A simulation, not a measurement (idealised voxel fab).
The process module presented herein is designated voxel wiring stack.
Square cells of 5 nm make up the cross-section cut, whose width is 180 nm.
Cross-section, as written here: a square-cell grid given band by band from the top down, where a band holds one or more rows of cells.
The entry gives the band's vertical extent as a top height and a bottom height in nm, then its horizontal make-up as materials from left to right, each with a width in nm. "blank" stands for empty space; a single material marked "all across" fills the band edge to edge.
The reference from which all heights are counted is 0, the level beneath which the as-received wafer is entirely one material; the lowest band, having no lower bound, proceeds downward and is written after the example "0 and below".
With a width like "30..40", each row of cells in the band differs from the next by the same amount, the top row carrying the first number and the bottom row the second.
Basically "remains unaltered" means that step didn't change any cell in the cross-section.
Entry "Unvented internal voids". Content: empty spaces with no open connection to the top, size 8 cells or greater. Each: width x height at distance. Distance: from left edge. Unit: nm.
Whatever follows a step's settings on its line is a remark the simulator itself makes about that step.
Each step line may optionally specify "overlay nm", which for a step with a mask gives the rightward distance between the mask's planned place and where it lay, a negative value indicating the leftward direction.

-- Steps planned for the process
1,RECEIVE,material Si
2,CONFORMAL_DEP,material SiO2,thk nm 10
3,CONFORMAL_DEP,material SiN,thk nm 5
4,DIRECTIONAL_DEP,material SiO2,thk nm 25
5,MASKED_ETCH,tone open,mask id METAL_1,width nm 30,pitch nm 55,etch materials SiO2,depth nm 25,overlay nm 0
6,MASKED_ETCH,tone open,mask id METAL_1,width nm 30,pitch nm 55,etch materials SiN,depth nm 5,overlay nm 0
7,CONFORMAL_DEP,material TiN,thk nm 5
8,FILL_DEP,material Cu,thk nm 5
9,CMP,height nm 40
10,CONFORMAL_DEP,material SiCN,thk nm 5
11,DIRECTIONAL_DEP,material lowk,thk nm 15
12,DIRECTIONAL_DEP,material aC,thk nm 15
13,PATTERN,tone open,mask id PLUG_1,material resist,width nm 15,thk nm 35,overlay nm 0
14,DIRECTIONAL_ETCH,etch materials aC,depth nm 15
15,STRIP,etch materials resist
16,DIRECTIONAL_ETCH,etch materials lowk,depth nm 15
17,DIRECTIONAL_ETCH,etch materials SiCN,depth nm 5
18,STRIP,etch materials aC
19,EPI,material Ru,thk nm 10
20,EPI,material Ru,thk nm 10
21,CONFORMAL_DEP,material SiCN,thk nm 5
22,DIRECTIONAL_DEP,material SiO2,thk nm 15
23,DIRECTIONAL_DEP,material aC,thk nm 15
24,PATTERN,tone open,mask id METAL_2,material resist,width nm 30,pitch nm 55,thk nm 35,overlay nm 0
25,DIRECTIONAL_ETCH,etch materials aC,depth nm 15
26,STRIP,etch materials resist
27,DIRECTIONAL_ETCH,etch materials SiO2,depth nm 15
28,DIRECTIONAL_ETCH,etch materials SiCN,depth nm 5
29,STRIP,etch materials aC
30,CONFORMAL_DEP,material TiN,thk nm 5
31,FILL_DEP,material W,thk nm 10
32,CMP,height nm 80
33,CONFORMAL_DEP,material SiCN,thk nm 5
34,DIRECTIONAL_DEP,material SiO2,thk nm 15
35,DIRECTIONAL_DEP,material aC,thk nm 15
36,PATTERN,tone open,mask id PLUG_2,material resist,width nm 15,pitch nm 55,thk nm 30,overlay nm 0
37,DIRECTIONAL_ETCH,etch materials aC,depth nm 15
38,STRIP,etch materials resist
39,DIRECTIONAL_ETCH,etch materials SiO2,depth nm 15
40,DIRECTIONAL_ETCH,etch materials SiCN,depth nm 5
41,STRIP,etch materials aC
42,CONFORMAL_DEP,material TiN,thk nm 5
43,FILL_DEP,material Ru,thk nm 5
44,CMP,height nm 100
45,DIRECTIONAL_DEP,material TiN,thk nm 5
46,DIRECTIONAL_DEP,material Ru,thk nm 25
47,MASKED_ETCH,tone cover,mask id METAL_3,width nm 30,pitch nm 55,etch materials Ru,depth nm 25,overlay nm 0
48,MASKED_ETCH,tone cover,mask id METAL_3,width nm 30,pitch nm 55,etch materials TiN,depth nm 5,overlay nm 0
49,CONFORMAL_DEP,material SiCN,thk nm 5
50,FILL_DEP,material SiO2,thk nm 5
51,CMP,height nm 130
52,CONFORMAL_DEP,material SiCN,thk nm 5
53,DIRECTIONAL_DEP,material lowk,thk nm 25
54,PATTERN,tone open,mask id METAL_4_HOLES,material resist,width nm 15,pitch nm 55,thk nm 15,overlay nm 0
55,DIRECTIONAL_ETCH,etch materials lowk,depth nm 25
56,STRIP,etch materials resist
57,MASKED_ETCH,tone open,mask id METAL_4,width nm 30,pitch nm 55,etch materials lowk,depth nm 15,overlay nm 0
58,MASKED_ETCH,tone open,mask id METAL_4,width nm 30,pitch nm 55,etch materials SiCN,depth nm 5,overlay nm 0
59,CONFORMAL_DEP,material TiN,thk nm 5
60,FILL_DEP,material Cu,thk nm 10
61,CMP,height nm 160
62,CONFORMAL_DEP,material SiCN,thk nm 5

-- The first of two wafers, run as planned

-- Wafer at receipt (post step 1), cross-section
	0 and below = Si all across
	Unvented internal voids: none

-- State of the wafer after step 2, shown in cross-section
	10 down to 0 = SiO2 all across
	Below 0 it's all the same as before, nothing changed down there.

-- State of the wafer after step 3, shown in cross-section
	15 down to 10 = SiN all across
	Below 10 it's all the same as before, nothing changed down there.

-- State of the wafer after step 4, shown in cross-section
	40 down to 15 = SiO2 all across
	Below 15 it's all the same as before, nothing changed down there.

-- State of the wafer after step 5, shown in cross-section
	40 down to 15 = SiO2 45 nm, blank 30 nm, SiO2 25 nm, blank 30 nm, SiO2 50 nm
	Below 15 it's all the same as before, nothing changed down there.

-- State of the wafer after step 6, shown in cross-section
	40 down to 15 = SiO2 45 nm, blank 30 nm, SiO2 25 nm, blank 30 nm, SiO2 50 nm
	15 down to 10 = SiN 45 nm, blank 30 nm, SiN 25 nm, blank 30 nm, SiN 50 nm
	Below 10 it's all the same as before, nothing changed down there.

-- State of the wafer after step 7, shown in cross-section
	45 down to 40 = TiN 50 nm, blank 20 nm, TiN 35 nm, blank 20 nm, TiN 55 nm
	40 down to 15 = SiO2 45 nm, TiN 5 nm, blank 20 nm, TiN 5 nm, SiO2 25 nm, TiN 5 nm, blank 20 nm, TiN 5 nm, SiO2 50 nm
	15 down to 10 = SiN 45 nm, TiN 30 nm, SiN 25 nm, TiN 30 nm, SiN 50 nm
	Below 10 it's all the same as before, nothing changed down there.

-- State of the wafer after step 8, shown in cross-section
	50 down to 45 = Cu all across
	45 down to 40 = TiN 50 nm, Cu 20 nm, TiN 35 nm, Cu 20 nm, TiN 55 nm
	40 down to 15 = SiO2 45 nm, TiN 5 nm, Cu 20 nm, TiN 5 nm, SiO2 25 nm, TiN 5 nm, Cu 20 nm, TiN 5 nm, SiO2 50 nm
	Below 15 it's all the same as before, nothing changed down there.

-- State of the wafer after step 9, shown in cross-section
	40 down to 15 = SiO2 45 nm, TiN 5 nm, Cu 20 nm, TiN 5 nm, SiO2 25 nm, TiN 5 nm, Cu 20 nm, TiN 5 nm, SiO2 50 nm
	Below 15 it's all the same as before, nothing changed down there.

-- State of the wafer after step 10, shown in cross-section
	45 down to 40 = SiCN all across
	Below 40 it's all the same as before, nothing changed down there.

-- State of the wafer after step 11, shown in cross-section
	60 down to 45 = lowk all across
	Below 45 it's all the same as before, nothing changed down there.

-- State of the wafer after step 12, shown in cross-section
	75 down to 60 = aC all across
	Below 60 it's all the same as before, nothing changed down there.

-- State of the wafer after step 13, shown in cross-section
	110 down to 75 = resist 45 nm, blank 15 nm, resist 120 nm
	Below 75 it's all the same as before, nothing changed down there.

-- State of the wafer after step 14, shown in cross-section
	95 down to 75 = resist 45 nm, blank 15 nm, resist 120 nm
	75 down to 60 = aC 45 nm, blank 15 nm, aC 120 nm
	Below 60 it's all the same as before, nothing changed down there.

-- State of the wafer after step 15, shown in cross-section
	75 down to 60 = aC 45 nm, blank 15 nm, aC 120 nm
	Below 60 it's all the same as before, nothing changed down there.

-- State of the wafer after step 16, shown in cross-section
	75 down to 60 = aC 45 nm, blank 15 nm, aC 120 nm
	60 down to 45 = lowk 45 nm, blank 15 nm, lowk 120 nm
	Below 45 it's all the same as before, nothing changed down there.

-- State of the wafer after step 17, shown in cross-section
	75 down to 60 = aC 45 nm, blank 15 nm, aC 120 nm
	60 down to 45 = lowk 45 nm, blank 15 nm, lowk 120 nm
	45 down to 40 = SiCN 45 nm, blank 15 nm, SiCN 120 nm
	Below 40 it's all the same as before, nothing changed down there.

-- State of the wafer after step 18, shown in cross-section
	60 down to 45 = lowk 45 nm, blank 15 nm, lowk 120 nm
	Below 45 it's all the same as before, nothing changed down there.

-- State of the wafer after step 19, shown in cross-section
	60 down to 50 = lowk 45 nm, blank 15 nm, lowk 120 nm
	50 down to 45 = lowk 45 nm, Ru 15 nm, lowk 120 nm
	45 down to 40 = SiCN 45 nm, Ru 15 nm, SiCN 120 nm
	Below 40 it's all the same as before, nothing changed down there.

-- State of the wafer after step 20, shown in cross-section
	60 down to 45 = lowk 45 nm, Ru 15 nm, lowk 120 nm
	Below 45 it's all the same as before, nothing changed down there.

-- State of the wafer after step 21, shown in cross-section
	65 down to 60 = SiCN all across
	Below 60 it's all the same as before, nothing changed down there.

-- State of the wafer after step 22, shown in cross-section
	80 down to 65 = SiO2 all across
	Below 65 it's all the same as before, nothing changed down there.

-- State of the wafer after step 23, shown in cross-section
	95 down to 80 = aC all across
	Below 80 it's all the same as before, nothing changed down there.

-- State of the wafer after step 24, shown in cross-section
	130 down to 95 = resist 45 nm, blank 30 nm, resist 25 nm, blank 30 nm, resist 50 nm
	Below 95 it's all the same as before, nothing changed down there.

-- State of the wafer after step 25, shown in cross-section
	115 down to 95 = resist 45 nm, blank 30 nm, resist 25 nm, blank 30 nm, resist 50 nm
	95 down to 80 = aC 45 nm, blank 30 nm, aC 25 nm, blank 30 nm, aC 50 nm
	Below 80 it's all the same as before, nothing changed down there.

-- State of the wafer after step 26, shown in cross-section
	95 down to 80 = aC 45 nm, blank 30 nm, aC 25 nm, blank 30 nm, aC 50 nm
	Below 80 it's all the same as before, nothing changed down there.

-- State of the wafer after step 27, shown in cross-section
	95 down to 80 = aC 45 nm, blank 30 nm, aC 25 nm, blank 30 nm, aC 50 nm
	80 down to 65 = SiO2 45 nm, blank 30 nm, SiO2 25 nm, blank 30 nm, SiO2 50 nm
	Below 65 it's all the same as before, nothing changed down there.

-- State of the wafer after step 28, shown in cross-section
	95 down to 80 = aC 45 nm, blank 30 nm, aC 25 nm, blank 30 nm, aC 50 nm
	80 down to 65 = SiO2 45 nm, blank 30 nm, SiO2 25 nm, blank 30 nm, SiO2 50 nm
	65 down to 60 = SiCN 45 nm, blank 30 nm, SiCN 25 nm, blank 30 nm, SiCN 50 nm
	Below 60 it's all the same as before, nothing changed down there.

-- State of the wafer after step 29, shown in cross-section
	80 down to 65 = SiO2 45 nm, blank 30 nm, SiO2 25 nm, blank 30 nm, SiO2 50 nm
	Below 65 it's all the same as before, nothing changed down there.

-- State of the wafer after step 30, shown in cross-section
	85 down to 80 = TiN 50 nm, blank 20 nm, TiN 35 nm, blank 20 nm, TiN 55 nm
	80 down to 65 = SiO2 45 nm, TiN 5 nm, blank 20 nm, TiN 5 nm, SiO2 25 nm, TiN 5 nm, blank 20 nm, TiN 5 nm, SiO2 50 nm
	65 down to 60 = SiCN 45 nm, TiN 30 nm, SiCN 25 nm, TiN 30 nm, SiCN 50 nm
	Below 60 it's all the same as before, nothing changed down there.

-- State of the wafer after step 31, shown in cross-section
	95 down to 85 = W all across
	85 down to 80 = TiN 50 nm, W 20 nm, TiN 35 nm, W 20 nm, TiN 55 nm
	80 down to 65 = SiO2 45 nm, TiN 5 nm, W 20 nm, TiN 5 nm, SiO2 25 nm, TiN 5 nm, W 20 nm, TiN 5 nm, SiO2 50 nm
	Below 65 it's all the same as before, nothing changed down there.

-- State of the wafer after step 32, shown in cross-section
	80 down to 65 = SiO2 45 nm, TiN 5 nm, W 20 nm, TiN 5 nm, SiO2 25 nm, TiN 5 nm, W 20 nm, TiN 5 nm, SiO2 50 nm
	Below 65 it's all the same as before, nothing changed down there.

-- State of the wafer after step 33, shown in cross-section
	85 down to 80 = SiCN all across
	Below 80 it's all the same as before, nothing changed down there.

-- State of the wafer after step 34, shown in cross-section
	100 down to 85 = SiO2 all across
	Below 85 it's all the same as before, nothing changed down there.

-- State of the wafer after step 35, shown in cross-section
	115 down to 100 = aC all across
	Below 100 it's all the same as before, nothing changed down there.

-- State of the wafer after step 36, shown in cross-section
	145 down to 115 = resist 45 nm, blank 15 nm, resist 40 nm, blank 15 nm, resist 65 nm
	Below 115 it's all the same as before, nothing changed down there.

-- State of the wafer after step 37, shown in cross-section
	130 down to 115 = resist 45 nm, blank 15 nm, resist 40 nm, blank 15 nm, resist 65 nm
	115 down to 100 = aC 45 nm, blank 15 nm, aC 40 nm, blank 15 nm, aC 65 nm
	Below 100 it's all the same as before, nothing changed down there.

-- State of the wafer after step 38, shown in cross-section
	115 down to 100 = aC 45 nm, blank 15 nm, aC 40 nm, blank 15 nm, aC 65 nm
	Below 100 it's all the same as before, nothing changed down there.

-- State of the wafer after step 39, shown in cross-section
	115 down to 100 = aC 45 nm, blank 15 nm, aC 40 nm, blank 15 nm, aC 65 nm
	100 down to 85 = SiO2 45 nm, blank 15 nm, SiO2 40 nm, blank 15 nm, SiO2 65 nm
	Below 85 it's all the same as before, nothing changed down there.

-- State of the wafer after step 40, shown in cross-section
	115 down to 100 = aC 45 nm, blank 15 nm, aC 40 nm, blank 15 nm, aC 65 nm
	100 down to 85 = SiO2 45 nm, blank 15 nm, SiO2 40 nm, blank 15 nm, SiO2 65 nm
	85 down to 80 = SiCN 45 nm, blank 15 nm, SiCN 40 nm, blank 15 nm, SiCN 65 nm
	Below 80 it's all the same as before, nothing changed down there.

-- State of the wafer after step 41, shown in cross-section
	100 down to 85 = SiO2 45 nm, blank 15 nm, SiO2 40 nm, blank 15 nm, SiO2 65 nm
	Below 85 it's all the same as before, nothing changed down there.

-- State of the wafer after step 42, shown in cross-section
	105 down to 100 = TiN 50 nm, blank 5 nm, TiN 50 nm, blank 5 nm, TiN 70 nm
	100 down to 85 = SiO2 45 nm, TiN 5 nm, blank 5 nm, TiN 5 nm, SiO2 40 nm, TiN 5 nm, blank 5 nm, TiN 5 nm, SiO2 65 nm
	85 down to 80 = SiCN 45 nm, TiN 15 nm, SiCN 40 nm, TiN 15 nm, SiCN 65 nm
	Below 80 it's all the same as before, nothing changed down there.

-- State of the wafer after step 43, shown in cross-section
	110 down to 105 = Ru all across
	105 down to 100 = TiN 50 nm, Ru 5 nm, TiN 50 nm, Ru 5 nm, TiN 70 nm
	100 down to 85 = SiO2 45 nm, TiN 5 nm, Ru 5 nm, TiN 5 nm, SiO2 40 nm, TiN 5 nm, Ru 5 nm, TiN 5 nm, SiO2 65 nm
	Below 85 it's all the same as before, nothing changed down there.

-- State of the wafer after step 44, shown in cross-section
	100 down to 85 = SiO2 45 nm, TiN 5 nm, Ru 5 nm, TiN 5 nm, SiO2 40 nm, TiN 5 nm, Ru 5 nm, TiN 5 nm, SiO2 65 nm
	Below 85 it's all the same as before, nothing changed down there.

-- State of the wafer after step 45, shown in cross-section
	105 down to 100 = TiN all across
	Below 100 it's all the same as before, nothing changed down there.

-- State of the wafer after step 46, shown in cross-section
	130 down to 105 = Ru all across
	Below 105 it's all the same as before, nothing changed down there.

-- State of the wafer after step 47, shown in cross-section
	130 down to 105 = blank 45 nm, Ru 30 nm, blank 25 nm, Ru 30 nm, blank 50 nm
	Below 105 it's all the same as before, nothing changed down there.

-- State of the wafer after step 48, shown in cross-section
	130 down to 105 = blank 45 nm, Ru 30 nm, blank 25 nm, Ru 30 nm, blank 50 nm
	105 down to 100 = blank 45 nm, TiN 30 nm, blank 25 nm, TiN 30 nm, blank 50 nm
	Below 100 it's all the same as before, nothing changed down there.

-- State of the wafer after step 49, shown in cross-section
	135 down to 130 = blank 40 nm, SiCN 40 nm, blank 15 nm, SiCN 40 nm, blank 45 nm
	130 down to 105 = blank 40 nm, SiCN 5 nm, Ru 30 nm, SiCN 5 nm, blank 15 nm, SiCN 5 nm, Ru 30 nm, SiCN 5 nm, blank 45 nm
	105 down to 100 = SiCN 45 nm, TiN 30 nm, SiCN 25 nm, TiN 30 nm, SiCN 50 nm
	Below 100 it's all the same as before, nothing changed down there.

-- State of the wafer after step 50, shown in cross-section
	140 down to 135 = SiO2 all across
	135 down to 130 = SiO2 40 nm, SiCN 40 nm, SiO2 15 nm, SiCN 40 nm, SiO2 45 nm
	130 down to 105 = SiO2 40 nm, SiCN 5 nm, Ru 30 nm, SiCN 5 nm, SiO2 15 nm, SiCN 5 nm, Ru 30 nm, SiCN 5 nm, SiO2 45 nm
	Below 105 it's all the same as before, nothing changed down there.

-- State of the wafer after step 51, shown in cross-section
	130 down to 105 = SiO2 40 nm, SiCN 5 nm, Ru 30 nm, SiCN 5 nm, SiO2 15 nm, SiCN 5 nm, Ru 30 nm, SiCN 5 nm, SiO2 45 nm
	Below 105 it's all the same as before, nothing changed down there.

-- State of the wafer after step 52, shown in cross-section
	135 down to 130 = SiCN all across
	Below 130 it's all the same as before, nothing changed down there.

-- State of the wafer after step 53, shown in cross-section
	160 down to 135 = lowk all across
	Below 135 it's all the same as before, nothing changed down there.

-- State of the wafer after step 54, shown in cross-section
	175 down to 160 = resist 45 nm, blank 15 nm, resist 40 nm, blank 15 nm, resist 65 nm
	Below 160 it's all the same as before, nothing changed down there.

-- State of the wafer after step 55, shown in cross-section
	175 down to 160 = resist 45 nm, blank 15 nm, resist 40 nm, blank 15 nm, resist 65 nm
	160 down to 135 = lowk 45 nm, blank 15 nm, lowk 40 nm, blank 15 nm, lowk 65 nm
	Below 135 it's all the same as before, nothing changed down there.

-- State of the wafer after step 56, shown in cross-section
	160 down to 135 = lowk 45 nm, blank 15 nm, lowk 40 nm, blank 15 nm, lowk 65 nm
	Below 135 it's all the same as before, nothing changed down there.

-- State of the wafer after step 57, shown in cross-section
	160 down to 145 = lowk 45 nm, blank 30 nm, lowk 25 nm, blank 30 nm, lowk 50 nm
	Below 145 it's all the same as before, nothing changed down there.

-- State of the wafer after step 58, shown in cross-section
	160 down to 145 = lowk 45 nm, blank 30 nm, lowk 25 nm, blank 30 nm, lowk 50 nm
	145 down to 135 = lowk 45 nm, blank 15 nm, lowk 40 nm, blank 15 nm, lowk 65 nm
	135 down to 130 = SiCN 45 nm, blank 15 nm, SiCN 40 nm, blank 15 nm, SiCN 65 nm
	Below 130 it's all the same as before, nothing changed down there.

-- State of the wafer after step 59, shown in cross-section
	165 down to 160 = TiN 50 nm, blank 20 nm, TiN 35 nm, blank 20 nm, TiN 55 nm
	160 down to 150 = lowk 45 nm, TiN 5 nm, blank 20 nm, TiN 5 nm, lowk 25 nm, TiN 5 nm, blank 20 nm, TiN 5 nm, lowk 50 nm
	150 down to 145 = lowk 45 nm, TiN 5 nm, blank 5 nm, TiN 20 nm, lowk 25 nm, TiN 5 nm, blank 5 nm, TiN 20 nm, lowk 50 nm
	145 down to 135 = lowk 45 nm, TiN 5 nm, blank 5 nm, TiN 5 nm, lowk 40 nm, TiN 5 nm, blank 5 nm, TiN 5 nm, lowk 65 nm
	135 down to 130 = SiCN 45 nm, TiN 15 nm, SiCN 40 nm, TiN 15 nm, SiCN 65 nm
	Below 130 it's all the same as before, nothing changed down there.

-- State of the wafer after step 60, shown in cross-section
	175 down to 165 = Cu all across
	165 down to 160 = TiN 50 nm, Cu 20 nm, TiN 35 nm, Cu 20 nm, TiN 55 nm
	160 down to 150 = lowk 45 nm, TiN 5 nm, Cu 20 nm, TiN 5 nm, lowk 25 nm, TiN 5 nm, Cu 20 nm, TiN 5 nm, lowk 50 nm
	150 down to 145 = lowk 45 nm, TiN 5 nm, Cu 5 nm, TiN 20 nm, lowk 25 nm, TiN 5 nm, Cu 5 nm, TiN 20 nm, lowk 50 nm
	145 down to 135 = lowk 45 nm, TiN 5 nm, Cu 5 nm, TiN 5 nm, lowk 40 nm, TiN 5 nm, Cu 5 nm, TiN 5 nm, lowk 65 nm
	Below 135 it's all the same as before, nothing changed down there.

-- State of the wafer after step 61, shown in cross-section
	160 down to 150 = lowk 45 nm, TiN 5 nm, Cu 20 nm, TiN 5 nm, lowk 25 nm, TiN 5 nm, Cu 20 nm, TiN 5 nm, lowk 50 nm
	Below 150 it's all the same as before, nothing changed down there.

-- State of the wafer after step 62, shown in cross-section
	165 down to 160 = SiCN all across
	Below 160 it's all the same as before, nothing changed down there.

-- What follows concerns the second wafer, which started out like the first and was meant to follow the very same plan; one mistake crept in when it was run, but everything up to and including step 32 is the same as for the first wafer

-- Here is the second wafer in cross-section at the point where step 33 of the plan should have been done
	95 down to 80 = SiO2 all across
	Below 80 it's all the same as before, nothing changed down there.

-- Here is the second wafer in cross-section at the point where step 34 of the plan should have been done
	100 down to 95 = SiCN all across
	Below 95 it's all the same as before, nothing changed down there.

-- Here is the second wafer in cross-section at the point where step 35 of the plan should have been done
	115 down to 100 = aC all across
	Below 100 it's all the same as before, nothing changed down there.

-- Here is the second wafer in cross-section at the point where step 36 of the plan should have been done
	145 down to 115 = resist 45 nm, blank 15 nm, resist 40 nm, blank 15 nm, resist 65 nm
	Below 115 it's all the same as before, nothing changed down there.

-- Here is the second wafer in cross-section at the point where step 37 of the plan should have been done
	130 down to 115 = resist 45 nm, blank 15 nm, resist 40 nm, blank 15 nm, resist 65 nm
	115 down to 100 = aC 45 nm, blank 15 nm, aC 40 nm, blank 15 nm, aC 65 nm
	Below 100 it's all the same as before, nothing changed down there.

-- Here is the second wafer in cross-section at the point where step 38 of the plan should have been done
	115 down to 100 = aC 45 nm, blank 15 nm, aC 40 nm, blank 15 nm, aC 65 nm
	Below 100 it's all the same as before, nothing changed down there.

Here is the second wafer in cross-section at the point where step 39 of the plan should have been done: remains unaltered

-- Here is the second wafer in cross-section at the point where step 40 of the plan should have been done
	115 down to 100 = aC 45 nm, blank 15 nm, aC 40 nm, blank 15 nm, aC 65 nm
	100 down to 95 = SiCN 45 nm, blank 15 nm, SiCN 40 nm, blank 15 nm, SiCN 65 nm
	Below 95 it's all the same as before, nothing changed down there.

-- Here is the second wafer in cross-section at the point where step 41 of the plan should have been done
	100 down to 95 = SiCN 45 nm, blank 15 nm, SiCN 40 nm, blank 15 nm, SiCN 65 nm
	Below 95 it's all the same as before, nothing changed down there.

-- Here is the second wafer in cross-section at the point where step 42 of the plan should have been done
	105 down to 100 = TiN 50 nm, blank 5 nm, TiN 50 nm, blank 5 nm, TiN 70 nm
	100 down to 95 = SiCN 45 nm, TiN 15 nm, SiCN 40 nm, TiN 15 nm, SiCN 65 nm
	Below 95 it's all the same as before, nothing changed down there.

-- Here is the second wafer in cross-section at the point where step 43 of the plan should have been done
	110 down to 105 = Ru all across
	105 down to 100 = TiN 50 nm, Ru 5 nm, TiN 50 nm, Ru 5 nm, TiN 70 nm
	Below 100 it's all the same as before, nothing changed down there.

-- Here is the second wafer in cross-section at the point where step 44 of the plan should have been done
	100 down to 95 = SiCN 45 nm, TiN 15 nm, SiCN 40 nm, TiN 15 nm, SiCN 65 nm
	Below 95 it's all the same as before, nothing changed down there.

-- Here is the second wafer in cross-section at the point where step 45 of the plan should have been done
	105 down to 100 = TiN all across
	Below 100 it's all the same as before, nothing changed down there.

-- Here is the second wafer in cross-section at the point where step 46 of the plan should have been done
	130 down to 105 = Ru all across
	Below 105 it's all the same as before, nothing changed down there.

-- Here is the second wafer in cross-section at the point where step 47 of the plan should have been done
	130 down to 105 = blank 45 nm, Ru 30 nm, blank 25 nm, Ru 30 nm, blank 50 nm
	Below 105 it's all the same as before, nothing changed down there.

-- Here is the second wafer in cross-section at the point where step 48 of the plan should have been done
	130 down to 105 = blank 45 nm, Ru 30 nm, blank 25 nm, Ru 30 nm, blank 50 nm
	105 down to 100 = blank 45 nm, TiN 30 nm, blank 25 nm, TiN 30 nm, blank 50 nm
	Below 100 it's all the same as before, nothing changed down there.

-- Here is the second wafer in cross-section at the point where step 49 of the plan should have been done
	135 down to 130 = blank 40 nm, SiCN 40 nm, blank 15 nm, SiCN 40 nm, blank 45 nm
	130 down to 105 = blank 40 nm, SiCN 5 nm, Ru 30 nm, SiCN 5 nm, blank 15 nm, SiCN 5 nm, Ru 30 nm, SiCN 5 nm, blank 45 nm
	105 down to 95 = SiCN 45 nm, TiN 30..15 nm, SiCN 25..40 nm, TiN 30..15 nm, SiCN 50..65 nm
	Below 95 it's all the same as before, nothing changed down there.

-- Here is the second wafer in cross-section at the point where step 50 of the plan should have been done
	140 down to 135 = SiO2 all across
	135 down to 130 = SiO2 40 nm, SiCN 40 nm, SiO2 15 nm, SiCN 40 nm, SiO2 45 nm
	130 down to 105 = SiO2 40 nm, SiCN 5 nm, Ru 30 nm, SiCN 5 nm, SiO2 15 nm, SiCN 5 nm, Ru 30 nm, SiCN 5 nm, SiO2 45 nm
	Below 105 it's all the same as before, nothing changed down there.

-- Here is the second wafer in cross-section at the point where step 51 of the plan should have been done
	130 down to 105 = SiO2 40 nm, SiCN 5 nm, Ru 30 nm, SiCN 5 nm, SiO2 15 nm, SiCN 5 nm, Ru 30 nm, SiCN 5 nm, SiO2 45 nm
	Below 105 it's all the same as before, nothing changed down there.

-- Here is the second wafer in cross-section at the point where step 52 of the plan should have been done
	135 down to 130 = SiCN all across
	Below 130 it's all the same as before, nothing changed down there.

-- Here is the second wafer in cross-section at the point where step 53 of the plan should have been done
	160 down to 135 = lowk all across
	Below 135 it's all the same as before, nothing changed down there.

-- Here is the second wafer in cross-section at the point where step 54 of the plan should have been done
	175 down to 160 = resist 45 nm, blank 15 nm, resist 40 nm, blank 15 nm, resist 65 nm
	Below 160 it's all the same as before, nothing changed down there.

-- Here is the second wafer in cross-section at the point where step 55 of the plan should have been done
	175 down to 160 = resist 45 nm, blank 15 nm, resist 40 nm, blank 15 nm, resist 65 nm
	160 down to 135 = lowk 45 nm, blank 15 nm, lowk 40 nm, blank 15 nm, lowk 65 nm
	Below 135 it's all the same as before, nothing changed down there.

-- Here is the second wafer in cross-section at the point where step 56 of the plan should have been done
	160 down to 135 = lowk 45 nm, blank 15 nm, lowk 40 nm, blank 15 nm, lowk 65 nm
	Below 135 it's all the same as before, nothing changed down there.

-- Here is the second wafer in cross-section at the point where step 57 of the plan should have been done
	160 down to 145 = lowk 45 nm, blank 30 nm, lowk 25 nm, blank 30 nm, lowk 50 nm
	Below 145 it's all the same as before, nothing changed down there.

-- Here is the second wafer in cross-section at the point where step 58 of the plan should have been done
	160 down to 145 = lowk 45 nm, blank 30 nm, lowk 25 nm, blank 30 nm, lowk 50 nm
	145 down to 135 = lowk 45 nm, blank 15 nm, lowk 40 nm, blank 15 nm, lowk 65 nm
	135 down to 130 = SiCN 45 nm, blank 15 nm, SiCN 40 nm, blank 15 nm, SiCN 65 nm
	Below 130 it's all the same as before, nothing changed down there.

-- Here is the second wafer in cross-section at the point where step 59 of the plan should have been done
	165 down to 160 = TiN 50 nm, blank 20 nm, TiN 35 nm, blank 20 nm, TiN 55 nm
	160 down to 150 = lowk 45 nm, TiN 5 nm, blank 20 nm, TiN 5 nm, lowk 25 nm, TiN 5 nm, blank 20 nm, TiN 5 nm, lowk 50 nm
	150 down to 145 = lowk 45 nm, TiN 5 nm, blank 5 nm, TiN 20 nm, lowk 25 nm, TiN 5 nm, blank 5 nm, TiN 20 nm, lowk 50 nm
	145 down to 135 = lowk 45 nm, TiN 5 nm, blank 5 nm, TiN 5 nm, lowk 40 nm, TiN 5 nm, blank 5 nm, TiN 5 nm, lowk 65 nm
	135 down to 130 = SiCN 45 nm, TiN 15 nm, SiCN 40 nm, TiN 15 nm, SiCN 65 nm
	Below 130 it's all the same as before, nothing changed down there.

-- Here is the second wafer in cross-section at the point where step 60 of the plan should have been done
	175 down to 165 = Cu all across
	165 down to 160 = TiN 50 nm, Cu 20 nm, TiN 35 nm, Cu 20 nm, TiN 55 nm
	160 down to 150 = lowk 45 nm, TiN 5 nm, Cu 20 nm, TiN 5 nm, lowk 25 nm, TiN 5 nm, Cu 20 nm, TiN 5 nm, lowk 50 nm
	150 down to 145 = lowk 45 nm, TiN 5 nm, Cu 5 nm, TiN 20 nm, lowk 25 nm, TiN 5 nm, Cu 5 nm, TiN 20 nm, lowk 50 nm
	145 down to 135 = lowk 45 nm, TiN 5 nm, Cu 5 nm, TiN 5 nm, lowk 40 nm, TiN 5 nm, Cu 5 nm, TiN 5 nm, lowk 65 nm
	Below 135 it's all the same as before, nothing changed down there.

-- Here is the second wafer in cross-section at the point where step 61 of the plan should have been done
	160 down to 150 = lowk 45 nm, TiN 5 nm, Cu 20 nm, TiN 5 nm, lowk 25 nm, TiN 5 nm, Cu 20 nm, TiN 5 nm, lowk 50 nm
	Below 150 it's all the same as before, nothing changed down there.

-- Here is the second wafer in cross-section at the point where step 62 of the plan should have been done
	165 down to 160 = SiCN all across
	Below 160 it's all the same as before, nothing changed down there.
What was the processing mistake? mixed up steps 33 and 34 - ran each in the other's place
Count the cells at the end and the second wafer has more or fewer of some materials than the first: 6 fewer of Ru, 18 more of SiO2, 12 fewer of TiN
